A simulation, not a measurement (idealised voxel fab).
Proc. module: voxel ribs on slabs
Each square cell in cross-section cut measures 5 nm, and the section as a whole is 300 nm wide.
Heads up, the way a cross-section reads in here is a grid of square cells, handed over as bands from the top down, with every band being one or more rows of cells. First you get the band's top height and its bottom height, in nm, and then the materials it's made of, left to right, with each width in nm. If you see a single material with "full width", that one covers the band edge to edge. "blank" is empty space. Height is counted from the level 0, under which the received wafer is composed throughout of one material. The lowest of the bands is not closed at the bottom but continues downward, in the notation "top 0, no bottom". The expression "30 to 40" gives the width at the extremes of the band, the first number at its top row of cells and the second at its bottom row, with the width changing by equal amounts from each row to the next in between. A step reported as "changes: none" is a step in which no cell of the cross-section changed. Any empty space of 8 cells or more lacking an open way to the top shows up in "Voids, enclosed" as width x height at distance, distance from the left edge, in nm. Past the settings on a step's line: simulator remark, on that step. The line of a step may include "overlay nm". On a step with a mask, this value is how far to the right of its planned place the mask lay. A negative value means the mask lay to the left. Layout of what follows: cross-section pairs, each bracketing one process step, the after cross-section shown only to the lowest band that changed, the step between and its settings noted under each pair. Pairs may originate in different runs of this module on the same starting wafer; a pair continues from the pair above only where its entry headed "Before step" says so.
### Before step
* top 0, no bottom | Si full width
* Voids, enclosed: none
### after
* top 30, bottom 0 | SiO2 full width
* Rest of section, below 0: as before.
* Voids, enclosed: none
Between the two cross-sections you see above, the step is op DIRECTIONAL_DEP | material SiO2 | thk nm 30
Before step: unchanged from the after cross-section in the pair immediately above; refer to that figure.
### after
* top 50, bottom 30 | polySi full width
* Rest of section, below 30: as before.
* Voids, enclosed: none
Between the two cross-sections you see above, the step is op DIRECTIONAL_DEP | material polySi | thk nm 20
Before step: unchanged from the after cross-section in the pair immediately above; refer to that figure.
### after
* top 50, bottom 45 | blank=140 / polySi=20 / blank=140
* Rest of section, below 45: as before.
* Voids, enclosed: none
Between the two cross-sections you see above, the step is op MASKED_ETCH | tone cover | mask id RIB | width nm 20 | etch materials polySi | depth nm 5 | overlay nm 0
Before step: unchanged from the after cross-section in the pair immediately above; refer to that figure.
### after
* top 60, bottom 55 | blank=140 / aC=20 / blank=140
* top 55, bottom 50 | aC full width
* top 50, bottom 45 | aC=140 / polySi=20 / aC=140
* Rest of section, below 45: as before.
* Voids, enclosed: none
Between the two cross-sections you see above, the step is op DIRECTIONAL_DEP | material aC | thk nm 10
Before step: unchanged from the after cross-section in the pair immediately above; refer to that figure.
### after
* top 90, bottom 60 | blank=125 / resist=50 / blank=125
* top 60, bottom 55 | blank=125 / resist=15 / aC=20 / resist=15 / blank=125
* Rest of section, below 55: as before.
* Voids, enclosed: none
Between the two cross-sections you see above, the step is op PATTERN | tone cover | mask id SLAB | material resist | width nm 50 | thk nm 30 | overlay nm 0
Before step: unchanged from the after cross-section in the pair immediately above; refer to that figure.
### after
* top 80, bottom 60 | blank=125 / resist=50 / blank=125
* top 60, bottom 55 | blank=125 / resist=15 / aC=20 / resist=15 / blank=125
* top 55, bottom 50 | blank=125 / aC=50 / blank=125
* top 50, bottom 45 | blank=125 / aC=15 / polySi=20 / aC=15 / blank=125
* Rest of section, below 45: as before.
* Voids, enclosed: none
Between the two cross-sections you see above, the step is op DIRECTIONAL_ETCH | etch materials aC | depth nm 10
Before step: unchanged from the after cross-section in the pair immediately above; refer to that figure.
### after
* top 60, bottom 50 | blank=140 to 125 / aC=20 to 50 / blank=140 to 125
* Rest of section, below 50: as before.
* Voids, enclosed: none
Between the two cross-sections you see above, the step is op STRIP | etch materials resist
Before step: unchanged from the after cross-section in the pair immediately above; refer to that figure.
### after
* top 60, bottom 50 | blank=140 to 125 / aC=20 to 50 / blank=140 to 125
* top 50, bottom 45 | blank=125 / aC=15 / polySi=20 / aC=15 / blank=125
* top 45, bottom 30 | blank=125 / polySi=50 / blank=125
* Rest of section, below 30: as before.
* Voids, enclosed: none
Between the two cross-sections you see above, the step is op DIRECTIONAL_ETCH | etch materials polySi | depth nm 15
Before step: unchanged from the after cross-section in the pair immediately above; refer to that figure.
### after
* top 50, bottom 45 | blank=140 / polySi=20 / blank=140
* Rest of section, below 45: as before.
* Voids, enclosed: none
Between the two cross-sections you see above, the step is op STRIP | etch materials aC
Before step: unchanged from the after cross-section in the pair immediately above; refer to that figure.
### after
* top 75, bottom 50 | SiO2 full width
* top 50, bottom 45 | SiO2=140 / polySi=20 / SiO2=140
* top 45, bottom 30 | SiO2=125 / polySi=50 / SiO2=125
* Rest of section, below 30: as before.
* Voids, enclosed: none
Between the two cross-sections you see above, the step is op FILL_DEP | material SiO2 | thk nm 25
Before step: unchanged from the after cross-section in the pair immediately above; refer to that figure.
### after
* top 70, bottom 50 | SiO2 full width
* Rest of section, below 50: as before.
* Voids, enclosed: none
Between the two cross-sections you see above, the step is op CMP | height nm 70
Before step: unchanged from the after cross-section in the pair immediately above; refer to that figure.
### after
* top 80, bottom 70 | TiN full width
* Rest of section, below 70: as before.
* Voids, enclosed: none
Between the two cross-sections you see above, the step is op DIRECTIONAL_DEP | material TiN | thk nm 10
Before step: unchanged from the after cross-section in the pair immediately above; refer to that figure.
### after
* top 95, bottom 80 | blank=135 / resist=30 / blank=135
* Rest of section, below 80: as before.
* Voids, enclosed: none
Between the two cross-sections you see above, the step is op PATTERN | tone cover | mask id HEATER | material resist | width nm 30 | thk nm 15 | overlay nm 0
Before step: unchanged from the after cross-section in the pair immediately above; refer to that figure.
### after
* top 95, bottom 80 | blank=135 / resist=30 / blank=135
* top 80, bottom 70 | blank=135 / TiN=30 / blank=135
* Rest of section, below 70: as before.
* Voids, enclosed: none
Between the two cross-sections you see above, the step is op DIRECTIONAL_ETCH | etch materials TiN | depth nm 10
Before step: unchanged from the after cross-section in the pair immediately above; refer to that figure.
### after
* top 80, bottom 70 | blank=135 / TiN=30 / blank=135
* Rest of section, below 70: as before.
* Voids, enclosed: none
Between the two cross-sections you see above, the step is op STRIP | etch materials resist
Before step: unchanged from the after cross-section in the pair immediately above; refer to that figure.
### after
* top 85, bottom 80 | blank=130 / SiO2=40 / blank=130
* top 80, bottom 75 | blank=130 / SiO2=5 / TiN=30 / SiO2=5 / blank=130
* top 75, bottom 70 | SiO2=135 / TiN=30 / SiO2=135
* Rest of section, below 70: as before.
* Voids, enclosed: none
Between the two cross-sections you see above, the step is op CONFORMAL_DEP | material SiO2 | thk nm 5
### Before step
* top 30, bottom 0 | SiO2 full width
* top 0, no bottom | Si full width
* Voids, enclosed: none
### after
* top 60, bottom 0 | SiO2 full width
* Rest of section, below 0: as before.
* Voids, enclosed: none
Between the two cross-sections you see above, the step is op DIRECTIONAL_DEP | material SiO2 | thk nm 30
Before step: unchanged from the after cross-section in the pair immediately above; refer to that figure.
### after
* top 80, bottom 60 | polySi full width
* Rest of section, below 60: as before.
* Voids, enclosed: none
Between the two cross-sections you see above, the step is op DIRECTIONAL_DEP | material polySi | thk nm 20
Before step: unchanged from the after cross-section in the pair immediately above; refer to that figure.
### after
* top 80, bottom 75 | blank=140 / polySi=20 / blank=140
* Rest of section, below 75: as before.
* Voids, enclosed: none
Between the two cross-sections you see above, the step is op MASKED_ETCH | tone cover | mask id RIB | width nm 20 | etch materials polySi | depth nm 5 | overlay nm 0
Before step: unchanged from the after cross-section in the pair immediately above; refer to that figure.
### after
* top 90, bottom 85 | blank=140 / aC=20 / blank=140
* top 85, bottom 80 | aC full width
* top 80, bottom 75 | aC=140 / polySi=20 / aC=140
* Rest of section, below 75: as before.
* Voids, enclosed: none
Between the two cross-sections you see above, the step is op DIRECTIONAL_DEP | material aC | thk nm 10
Before step: unchanged from the after cross-section in the pair immediately above; refer to that figure.
### after
* top 120, bottom 90 | blank=125 / resist=50 / blank=125
* top 90, bottom 85 | blank=125 / resist=15 / aC=20 / resist=15 / blank=125
* Rest of section, below 85: as before.
* Voids, enclosed: none
Between the two cross-sections you see above, the step is op PATTERN | tone cover | mask id SLAB | material resist | width nm 50 | thk nm 30 | overlay nm 0
Before step: unchanged from the after cross-section in the pair immediately above; refer to that figure.
### after
* top 110, bottom 90 | blank=125 / resist=50 / blank=125
* top 90, bottom 85 | blank=125 / resist=15 / aC=20 / resist=15 / blank=125
* top 85, bottom 80 | blank=125 / aC=50 / blank=125
* top 80, bottom 75 | blank=125 / aC=15 / polySi=20 / aC=15 / blank=125
* Rest of section, below 75: as before.
* Voids, enclosed: none
Between the two cross-sections you see above, the step is op DIRECTIONAL_ETCH | etch materials aC | depth nm 10
Before step: unchanged from the after cross-section in the pair immediately above; refer to that figure.
### after
* top 90, bottom 80 | blank=140 to 125 / aC=20 to 50 / blank=140 to 125
* Rest of section, below 80: as before.
* Voids, enclosed: none
Between the two cross-sections you see above, the step is op STRIP | etch materials resist
Before step: unchanged from the after cross-section in the pair immediately above; refer to that figure.
### after
* top 90, bottom 80 | blank=140 to 125 / aC=20 to 50 / blank=140 to 125
* top 80, bottom 75 | blank=125 / aC=15 / polySi=20 / aC=15 / blank=125
* top 75, bottom 60 | blank=125 / polySi=50 / blank=125
* Rest of section, below 60: as before.
* Voids, enclosed: none
Between the two cross-sections you see above, the step is op DIRECTIONAL_ETCH | etch materials polySi | depth nm 15
Before step: unchanged from the after cross-section in the pair immediately above; refer to that figure.
### after
* top 80, bottom 75 | blank=140 / polySi=20 / blank=140
* Rest of section, below 75: as before.
* Voids, enclosed: none
Between the two cross-sections you see above, the step is op STRIP | etch materials aC
Before step: unchanged from the after cross-section in the pair immediately above; refer to that figure.
### after
* top 105, bottom 80 | SiO2 full width
* top 80, bottom 75 | SiO2=140 / polySi=20 / SiO2=140
* top 75, bottom 60 | SiO2=125 / polySi=50 / SiO2=125
* Rest of section, below 60: as before.
* Voids, enclosed: none
Between the two cross-sections you see above, the step is op FILL_DEP | material SiO2 | thk nm 25
Before step: unchanged from the after cross-section in the pair immediately above; refer to that figure.
### after
* top 70, bottom 60 | SiO2=125 / polySi=50 / SiO2=125
* Rest of section, below 60: as before.
* Voids, enclosed: none
Between the two cross-sections you see above, the step is op CMP | height nm 70
Before step: unchanged from the after cross-section in the pair immediately above; refer to that figure.
### after
* top 80, bottom 70 | TiN full width
* Rest of section, below 70: as before.
* Voids, enclosed: none
Between the two cross-sections you see above, the step is op DIRECTIONAL_DEP | material TiN | thk nm 10
Before step: unchanged from the after cross-section in the pair immediately above; refer to that figure.
### after
* top 95, bottom 80 | blank=135 / resist=30 / blank=135
* Rest of section, below 80: as before.
* Voids, enclosed: none
Between the two cross-sections you see above, the step is op PATTERN | tone cover | mask id HEATER | material resist | width nm 30 | thk nm 15 | overlay nm 0
Before step: unchanged from the after cross-section in the pair immediately above; refer to that figure.
### after
* top 95, bottom 80 | blank=135 / resist=30 / blank=135
* top 80, bottom 70 | blank=135 / TiN=30 / blank=135
* Rest of section, below 70: as before.
* Voids, enclosed: none
Between the two cross-sections you see above, the step is op DIRECTIONAL_ETCH | etch materials TiN | depth nm 10
Before step: unchanged from the after cross-section in the pair immediately above; refer to that figure.
### after
* top 80, bottom 70 | blank=135 / TiN=30 / blank=135
* Rest of section, below 70: as before.
* Voids, enclosed: none
Between the two cross-sections you see above, the step is op STRIP | etch materials resist
Before step: unchanged from the after cross-section in the pair immediately above; refer to that figure.
### after
* top 85, bottom 80 | blank=130 / SiO2=40 / blank=130
* top 80, bottom 75 | blank=130 / SiO2=5 / TiN=30 / SiO2=5 / blank=130
* top 75, bottom 70 | SiO2=135 / TiN=30 / SiO2=135
* Rest of section, below 70: as before.
* Voids, enclosed: none
Between the two cross-sections you see above, the step is op CONFORMAL_DEP | material SiO2 | thk nm 5
### Before step
* top 0, no bottom | Si full width
* Voids, enclosed: none
### after
* top 20, bottom 0 | polySi full width
* Rest of section, below 0: as before.
* Voids, enclosed: none
Between the two cross-sections you see above, the step is op DIRECTIONAL_DEP | material polySi | thk nm 20
Before step: unchanged from the after cross-section in the pair immediately above; refer to that figure.
### after
* top 50, bottom 20 | SiO2 full width
* Rest of section, below 20: as before.
* Voids, enclosed: none
Between the two cross-sections you see above, the step is op DIRECTIONAL_DEP | material SiO2 | thk nm 30
Before step: unchanged from the after cross-section in the pair immediately above; refer to that figure.
### after
* top 60, bottom 50 | aC full width
* Rest of section, below 50: as before.
* Voids, enclosed: none
Between the two cross-sections you see above, the step is op DIRECTIONAL_DEP | material aC | thk nm 10
Before step: unchanged from the after cross-section in the pair immediately above; refer to that figure.
### after
* top 90, bottom 60 | blank=125 / resist=50 / blank=125
* Rest of section, below 60: as before.
* Voids, enclosed: none
Between the two cross-sections you see above, the step is op PATTERN | tone cover | mask id SLAB | material resist | width nm 50 | thk nm 30 | overlay nm 0
Before step: unchanged from the after cross-section in the pair immediately above; refer to that figure.
### after
* top 80, bottom 60 | blank=125 / resist=50 / blank=125
* top 60, bottom 50 | blank=125 / aC=50 / blank=125
* Rest of section, below 50: as before.
* Voids, enclosed: none
Between the two cross-sections you see above, the step is op DIRECTIONAL_ETCH | etch materials aC | depth nm 10
Before step: unchanged from the after cross-section in the pair immediately above; refer to that figure.
### after
* top 60, bottom 50 | blank=125 / aC=50 / blank=125
* Rest of section, below 50: as before.
* Voids, enclosed: none
Between the two cross-sections you see above, the step is op STRIP | etch materials resist
Before step: unchanged from the after cross-section in the pair immediately above; refer to that figure.
### after
* top 50, bottom 20 | SiO2 full width
* Rest of section, below 20: as before.
* Voids, enclosed: none
Between the two cross-sections you see above, the step is op STRIP | etch materials aC
Before step: unchanged from the after cross-section in the pair immediately above; refer to that figure.
### after
* top 75, bottom 20 | SiO2 full width
* Rest of section, below 20: as before.
* Voids, enclosed: none
Between the two cross-sections you see above, the step is op FILL_DEP | material SiO2 | thk nm 25
Before step: unchanged from the after cross-section in the pair immediately above; refer to that figure.
### after
* top 70, bottom 20 | SiO2 full width
* Rest of section, below 20: as before.
* Voids, enclosed: none
Between the two cross-sections you see above, the step is op CMP | height nm 70
Before step: unchanged from the after cross-section in the pair immediately above; refer to that figure.
### after
* top 80, bottom 70 | TiN full width
* Rest of section, below 70: as before.
* Voids, enclosed: none
Between the two cross-sections you see above, the step is op DIRECTIONAL_DEP | material TiN | thk nm 10
Before step: unchanged from the after cross-section in the pair immediately above; refer to that figure.
### after
* top 95, bottom 80 | blank=135 / resist=30 / blank=135
* Rest of section, below 80: as before.
* Voids, enclosed: none
Between the two cross-sections you see above, the step is op PATTERN | tone cover | mask id HEATER | material resist | width nm 30 | thk nm 15 | overlay nm 0
Before step: unchanged from the after cross-section in the pair immediately above; refer to that figure.
### after
* top 95, bottom 80 | blank=135 / resist=30 / blank=135
* top 80, bottom 70 | blank=135 / TiN=30 / blank=135
* Rest of section, below 70: as before.
* Voids, enclosed: none
Between the two cross-sections you see above, the step is op DIRECTIONAL_ETCH | etch materials TiN | depth nm 10
Before step: unchanged from the after cross-section in the pair immediately above; refer to that figure.
### after
* top 80, bottom 70 | blank=135 / TiN=30 / blank=135
* Rest of section, below 70: as before.
* Voids, enclosed: none
Between the two cross-sections you see above, the step is op STRIP | etch materials resist
Before step: unchanged from the after cross-section in the pair immediately above; refer to that figure.
### after
* top 85, bottom 80 | blank=130 / SiO2=40 / blank=130
* top 80, bottom 75 | blank=130 / SiO2=5 / TiN=30 / SiO2=5 / blank=130
* top 75, bottom 70 | SiO2=135 / TiN=30 / SiO2=135
* Rest of section, below 70: as before.
* Voids, enclosed: none
Between the two cross-sections you see above, the step is op CONFORMAL_DEP | material SiO2 | thk nm 5
### Before step
* top 0, no bottom | Si full width
* Voids, enclosed: none
### after
* top 25, bottom 0 | SiO2 full width
* Rest of section, below 0: as before.
* Voids, enclosed: none
Between the two cross-sections you see above, the step is op DIRECTIONAL_DEP | material SiO2 | thk nm 25
Before step: unchanged from the after cross-section in the pair immediately above; refer to that figure.
### after
* top 45, bottom 25 | polySi full width
* Rest of section, below 25: as before.
* Voids, enclosed: none
Between the two cross-sections you see above, the step is op DIRECTIONAL_DEP | material polySi | thk nm 20
Before step: unchanged from the after cross-section in the pair immediately above; refer to that figure.
### after
* top 45, bottom 40 | blank=140 / polySi=20 / blank=140
* Rest of section, below 40: as before.
* Voids, enclosed: none
Between the two cross-sections you see above, the step is op MASKED_ETCH | tone cover | mask id RIB | width nm 20 | etch materials polySi | depth nm 5 | overlay nm 0
Before step: unchanged from the after cross-section in the pair immediately above; refer to that figure.
### after
* top 55, bottom 50 | blank=140 / aC=20 / blank=140
* top 50, bottom 45 | aC full width
* top 45, bottom 40 | aC=140 / polySi=20 / aC=140
* Rest of section, below 40: as before.
* Voids, enclosed: none
Between the two cross-sections you see above, the step is op DIRECTIONAL_DEP | material aC | thk nm 10
Before step: unchanged from the after cross-section in the pair immediately above; refer to that figure.
### after
* top 85, bottom 55 | blank=125 / resist=50 / blank=125
* top 55, bottom 50 | blank=125 / resist=15 / aC=20 / resist=15 / blank=125
* Rest of section, below 50: as before.
* Voids, enclosed: none
Between the two cross-sections you see above, the step is op PATTERN | tone cover | mask id SLAB | material resist | width nm 50 | thk nm 30 | overlay nm 0
Before step: unchanged from the after cross-section in the pair immediately above; refer to that figure.
### after
* top 75, bottom 55 | blank=125 / resist=50 / blank=125
* top 55, bottom 50 | blank=125 / resist=15 / aC=20 / resist=15 / blank=125
* top 50, bottom 45 | blank=125 / aC=50 / blank=125
* top 45, bottom 40 | blank=125 / aC=15 / polySi=20 / aC=15 / blank=125
* Rest of section, below 40: as before.
* Voids, enclosed: none
Between the two cross-sections you see above, the step is op DIRECTIONAL_ETCH | etch materials aC | depth nm 10
Before step: unchanged from the after cross-section in the pair immediately above; refer to that figure.
### after
* top 55, bottom 45 | blank=140 to 125 / aC=20 to 50 / blank=140 to 125
* Rest of section, below 45: as before.
* Voids, enclosed: none
Between the two cross-sections you see above, the step is op STRIP | etch materials resist
Before step: unchanged from the after cross-section in the pair immediately above; refer to that figure.
### after
* top 55, bottom 45 | blank=140 to 125 / aC=20 to 50 / blank=140 to 125
* top 45, bottom 40 | blank=125 / aC=15 / polySi=20 / aC=15 / blank=125
* top 40, bottom 25 | blank=125 / polySi=50 / blank=125
* Rest of section, below 25: as before.
* Voids, enclosed: none
Between the two cross-sections you see above, the step is op DIRECTIONAL_ETCH | etch materials polySi | depth nm 15
Before step: unchanged from the after cross-section in the pair immediately above; refer to that figure.
### after
* top 45, bottom 40 | blank=140 / polySi=20 / blank=140
* Rest of section, below 40: as before.
* Voids, enclosed: none
Between the two cross-sections you see above, the step is op STRIP | etch materials aC
Before step: unchanged from the after cross-section in the pair immediately above; refer to that figure.
### after
* top 70, bottom 45 | SiO2 full width
* top 45, bottom 40 | SiO2=140 / polySi=20 / SiO2=140
* top 40, bottom 25 | SiO2=125 / polySi=50 / SiO2=125
* Rest of section, below 25: as before.
* Voids, enclosed: none
Between the two cross-sections you see above, the step is op FILL_DEP | material SiO2 | thk nm 25
Before step: unchanged from the after cross-section in the pair immediately above; refer to that figure.
### after
* top 80, bottom 70 | TiN full width
* Rest of section, below 70: as before.
* Voids, enclosed: none
Between the two cross-sections you see above, the step is op DIRECTIONAL_DEP | material TiN | thk nm 10
Before step: unchanged from the after cross-section in the pair immediately above; refer to that figure.
### after
* top 95, bottom 80 | blank=135 / resist=30 / blank=135
* Rest of section, below 80: as before.
* Voids, enclosed: none
Between the two cross-sections you see above, the step is op PATTERN | tone cover | mask id HEATER | material resist | width nm 30 | thk nm 15 | overlay nm 0
Before step: unchanged from the after cross-section in the pair immediately above; refer to that figure.
### after
* top 95, bottom 80 | blank=135 / resist=30 / blank=135
* top 80, bottom 70 | blank=135 / TiN=30 / blank=135
* Rest of section, below 70: as before.
* Voids, enclosed: none
Between the two cross-sections you see above, the step is op DIRECTIONAL_ETCH | etch materials TiN | depth nm 10
Before step: unchanged from the after cross-section in the pair immediately above; refer to that figure.
### after
* top 80, bottom 70 | blank=135 / TiN=30 / blank=135
* Rest of section, below 70: as before.
* Voids, enclosed: none
Between the two cross-sections you see above, the step is op STRIP | etch materials resist
Before step: unchanged from the after cross-section in the pair immediately above; refer to that figure.
### after
* top 85, bottom 80 | blank=130 / SiO2=40 / blank=130
* top 80, bottom 75 | blank=130 / SiO2=5 / TiN=30 / SiO2=5 / blank=130
* top 75, bottom 70 | SiO2=135 / TiN=30 / SiO2=135
* Rest of section, below 70: as before.
* Voids, enclosed: none
Between the two cross-sections you see above, the step is op CONFORMAL_DEP | material SiO2 | thk nm 5
### Before step
* top 80, bottom 70 | TiN full width
* top 70, bottom 50 | SiO2 full width
* top 50, bottom 45 | SiO2=140 / polySi=20 / SiO2=140
* top 45, bottom 30 | SiO2=125 / polySi=50 / SiO2=125
* top 30, bottom 0 | SiO2 full width
* top 0, no bottom | Si full width
* Voids, enclosed: none
### after
* top 95, bottom 80 | blank=135 / resist=35 / blank=130
* Rest of section, below 80: as before.
* Voids, enclosed: none
Between the two cross-sections you see above, the step is op PATTERN | tone cover | mask id HEATER | material resist | width nm 35 | thk nm 15 | overlay nm 0
Before step: unchanged from the after cross-section in the pair immediately above; refer to that figure.
### after
* top 95, bottom 80 | blank=135 / resist=35 / blank=130
* top 80, bottom 70 | blank=135 / TiN=35 / blank=130
* Rest of section, below 70: as before.
* Voids, enclosed: none
Between the two cross-sections you see above, the step is op DIRECTIONAL_ETCH | etch materials TiN | depth nm 10
Before step: unchanged from the after cross-section in the pair immediately above; refer to that figure.
### after
* top 80, bottom 70 | blank=135 / TiN=35 / blank=130
* Rest of section, below 70: as before.
* Voids, enclosed: none
Between the two cross-sections you see above, the step is op STRIP | etch materials resist
Before step: unchanged from the after cross-section in the pair immediately above; refer to that figure.
### after
* top 85, bottom 80 | blank=130 / SiO2=45 / blank=125
* top 80, bottom 75 | blank=130 / SiO2=5 / TiN=35 / SiO2=5 / blank=125
* top 75, bottom 70 | SiO2=135 / TiN=35 / SiO2=130
* Rest of section, below 70: as before.
* Voids, enclosed: none
Between the two cross-sections you see above, the step is op CONFORMAL_DEP | material SiO2 | thk nm 5
### Before step
* top 80, bottom 70 | TiN full width
* top 70, bottom 50 | SiO2 full width
* top 50, bottom 45 | SiO2=140 / polySi=20 / SiO2=140
* top 45, bottom 30 | SiO2=125 / polySi=50 / SiO2=125
* top 30, bottom 0 | SiO2 full width
* top 0, no bottom | Si full width
* Voids, enclosed: none
### after
* top 95, bottom 80 | blank=145 / resist=30 / blank=125
* Rest of section, below 80: as before.
* Voids, enclosed: none
Between the two cross-sections you see above, the step is op PATTERN | tone cover | mask id HEATER | material resist | width nm 30 | thk nm 15 | overlay nm 10
Before step: unchanged from the after cross-section in the pair immediately above; refer to that figure.
### after
* top 95, bottom 80 | blank=145 / resist=30 / blank=125
* top 80, bottom 70 | blank=145 / TiN=30 / blank=125
* Rest of section, below 70: as before.
* Voids, enclosed: none
Between the two cross-sections you see above, the step is op DIRECTIONAL_ETCH | etch materials TiN | depth nm 10
Before step: unchanged from the after cross-section in the pair immediately above; refer to that figure.
### after
* top 80, bottom 70 | blank=145 / TiN=30 / blank=125
* Rest of section, below 70: as before.
* Voids, enclosed: none
Between the two cross-sections you see above, the step is op STRIP | etch materials resist
Before step: unchanged from the after cross-section in the pair immediately above; refer to that figure.
### after
* top 85, bottom 80 | blank=140 / SiO2=40 / blank=120
* top 80, bottom 75 | blank=140 / SiO2=5 / TiN=30 / SiO2=5 / blank=120
* top 75, bottom 70 | SiO2=145 / TiN=30 / SiO2=125
* Rest of section, below 70: as before.
* Voids, enclosed: none
Between the two cross-sections you see above, the step is op CONFORMAL_DEP | material SiO2 | thk nm 5
### Before step
* top 95, bottom 80 | blank=135 / resist=30 / blank=135
* top 80, bottom 70 | blank=135 / TiN=30 / blank=135
* top 70, bottom 50 | SiO2 full width
* top 50, bottom 45 | SiO2=140 / polySi=20 / SiO2=140
* top 45, bottom 30 | SiO2=125 / polySi=50 / SiO2=125
* top 30, bottom 0 | SiO2 full width
* top 0, no bottom | Si full width
* Voids, enclosed: none
### after
* top 0, no bottom | Si full width
* Voids, enclosed: none
Between the two cross-sections you see above, the step is op STRIP | etch materials SiO2
Before step: unchanged from the after cross-section in the pair immediately above; refer to that figure.
### after
* top 5, bottom 0 | SiO2 full width
* Rest of section, below 0: as before.
* Voids, enclosed: none
Between the two cross-sections you see above, the step is op CONFORMAL_DEP | material SiO2 | thk nm 5
### Before step
* top 60, bottom 55 | blank=140 / aC=20 / blank=140
* top 55, bottom 50 | aC full width
* top 50, bottom 45 | aC=140 / polySi=20 / aC=140
* top 45, bottom 30 | polySi full width
* top 30, bottom 0 | SiO2 full width
* top 0, no bottom | Si full width
* Voids, enclosed: none
### after
* top 90, bottom 60 | resist=125 / blank=50 / resist=125
* top 60, bottom 55 | resist=125 / blank=15 / aC=20 / blank=15 / resist=125
* Rest of section, below 55: as before.
* Voids, enclosed: none
Between the two cross-sections you see above, the step is op PATTERN | tone open | mask id SLAB | material resist | width nm 50 | thk nm 30 | overlay nm 0
Before step: unchanged from the after cross-section in the pair immediately above; refer to that figure.
### after
* top 80, bottom 55 | resist=125 / blank=50 / resist=125
* top 55, bottom 50 | aC=125 / blank=50 / aC=125
* top 50, bottom 45 | aC=125 / blank=15 / polySi=20 / blank=15 / aC=125
* Rest of section, below 45: as before.
* Voids, enclosed: none
Between the two cross-sections you see above, the step is op DIRECTIONAL_ETCH | etch materials aC | depth nm 10
Before step: unchanged from the after cross-section in the pair immediately above; refer to that figure.
### after
* top 55, bottom 50 | aC=125 / blank=50 / aC=125
* Rest of section, below 50: as before.
* Voids, enclosed: none
Between the two cross-sections you see above, the step is op STRIP | etch materials resist
Before step: unchanged from the after cross-section in the pair immediately above; refer to that figure.
### after
* top 55, bottom 45 | aC=125 / blank=50 / aC=125
* top 45, bottom 35 | polySi=125 / blank=50 / polySi=125
* top 35, bottom 30 | polySi=125 / blank=15 / polySi=20 / blank=15 / polySi=125
* Rest of section, below 30: as before.
* Voids, enclosed: none
Between the two cross-sections you see above, the step is op DIRECTIONAL_ETCH | etch materials polySi | depth nm 15
Before step: unchanged from the after cross-section in the pair immediately above; refer to that figure.
### after
* top 45, bottom 35 | polySi=125 / blank=50 / polySi=125
* Rest of section, below 35: as before.
* Voids, enclosed: none
Between the two cross-sections you see above, the step is op STRIP | etch materials aC
Before step: unchanged from the after cross-section in the pair immediately above; refer to that figure.
### after
* top 70, bottom 45 | SiO2 full width
* top 45, bottom 35 | polySi=125 / SiO2=50 / polySi=125
* top 35, bottom 30 | polySi=125 / SiO2=15 / polySi=20 / SiO2=15 / polySi=125
* Rest of section, below 30: as before.
* Voids, enclosed: none
Between the two cross-sections you see above, the step is op FILL_DEP | material SiO2 | thk nm 25
Before step: unchanged from the after cross-section in the pair immediately above; refer to that figure.
### after
* top 80, bottom 70 | TiN full width
* Rest of section, below 70: as before.
* Voids, enclosed: none
Between the two cross-sections you see above, the step is op DIRECTIONAL_DEP | material TiN | thk nm 10
Before step: unchanged from the after cross-section in the pair immediately above; refer to that figure.
### after
* top 95, bottom 80 | blank=135 / resist=30 / blank=135
* Rest of section, below 80: as before.
* Voids, enclosed: none
Between the two cross-sections you see above, the step is op PATTERN | tone cover | mask id HEATER | material resist | width nm 30 | thk nm 15 | overlay nm 0
Before step: unchanged from the after cross-section in the pair immediately above; refer to that figure.
### after
* top 95, bottom 80 | blank=135 / resist=30 / blank=135
* top 80, bottom 70 | blank=135 / TiN=30 / blank=135
* Rest of section, below 70: as before.
* Voids, enclosed: none
Between the two cross-sections you see above, the step is op DIRECTIONAL_ETCH | etch materials TiN | depth nm 10
Before step: unchanged from the after cross-section in the pair immediately above; refer to that figure.
### after
* top 80, bottom 70 | blank=135 / TiN=30 / blank=135
* Rest of section, below 70: as before.
* Voids, enclosed: none
Between the two cross-sections you see above, the step is op STRIP | etch materials resist
Before step: unchanged from the after cross-section in the pair immediately above; refer to that figure.
### after
* top 85, bottom 80 | blank=130 / SiO2=40 / blank=130
* top 80, bottom 75 | blank=130 / SiO2=5 / TiN=30 / SiO2=5 / blank=130
* top 75, bottom 70 | SiO2=135 / TiN=30 / SiO2=135
* Rest of section, below 70: as before.
* Voids, enclosed: none
Between the two cross-sections you see above, the step is op CONFORMAL_DEP | material SiO2 | thk nm 5
